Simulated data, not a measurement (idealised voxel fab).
This section sets out a process module, namely voxel air gaps.
Cross-sectional view cut (width: 260 nm; square cell size: 5 nm).
Cross-section format: a grid of square cells, given as bands from top to bottom; each band is one or more rows of cells.
Band entry format. Leading values: height of top, height of bottom, nm. Remainder: materials in left-to-right order, each with its width in nm. Special words: "all across" on a single material, which then fills the band edge to edge; "blank", empty space.
Heights are expressed relative to 0, this being the level below which the as-received wafer comprises one material exclusively. The lowest band is unbounded in the downward direction and is denoted as in "z 0 and below".
The expression "30 to 40" gives the width at the extremes of the band, the first number at its top row of cells and the second at its bottom row, with the width changing by equal amounts from each row to the next in between.
A step reported as "nothing was modified" is a step in which no cell of the cross-section changed.
The entry "closed voids" lists the empty spaces that cover at least 8 cells and have no open path to the top. Each is written as width x height at distance, where the distance is measured from the left edge and all three values are in nm.
Where a step's line continues beyond its settings, the continuation is a remark by the simulator itself on that step.
overlay nm: mask offset rightward from planned place, masked step; negative means leftward offset.

[Below is the list of planned process steps]
1) RECEIVE (material Si)
2) CONFORMAL_DEP (material SiO2; thk nm 10)
3) CONFORMAL_DEP (material SiCN; thk nm 5)
4) DIRECTIONAL_DEP (material SiO2; thk nm 35)
5) DIRECTIONAL_DEP (material aC; thk nm 15)
6) PATTERN (tone open; mask id LINES; material resist; width nm 25; pitch nm 50; thk nm 35; overlay nm 0)
7) DIRECTIONAL_ETCH (etch materials aC; depth nm 15)
8) STRIP (etch materials resist)
9) DIRECTIONAL_ETCH (etch materials SiO2; depth nm 35)
10) STRIP (etch materials aC)
11) CONFORMAL_DEP (material TiN; thk nm 5)
12) FILL_DEP (material W; thk nm 10)
13) CMP (height nm 50)
14) EPI (material Ru; thk nm 10)
15) SELECTIVE_ETCH (etch materials SiO2; depth nm 45)
16) CONFORMAL_DEP (material SiCN; thk nm 5)
Split variable: thk nm, step 3. Plan value = first wafer. Wafers start alike.

[The as-received cross-section of the first of several wafers corresponds to the state after step 1]
> z 0 and below: Si all across
> closed voids: none

[The table below has one row for each wafer; a row shows, as of the end of the module, how many cells of each material the wafer has gained, marked (+), or lost, marked (-), since it was received, and then the wafer's closed voids]
thk nm 5, +72 Ru, +196 SiCN, +104 SiO2, +68 TiN, +72 W, closed voids: 15 x 25 at 70; 15 x 25 at 120; 15 x 25 at 170
thk nm 10, +72 Ru, +240 SiCN, +104 SiO2, +60 TiN, +60 W, closed voids: 15 x 20 at 70; 15 x 20 at 120; 15 x 20 at 170
thk nm 15, +72 Ru, +284 SiCN, +104 SiO2, +52 TiN, +48 W, closed voids: 15 x 15 at 70; 15 x 15 at 120; 15 x 15 at 170
thk nm 20, +72 Ru, +328 SiCN, +104 SiO2, +44 TiN, +36 W, closed voids: none
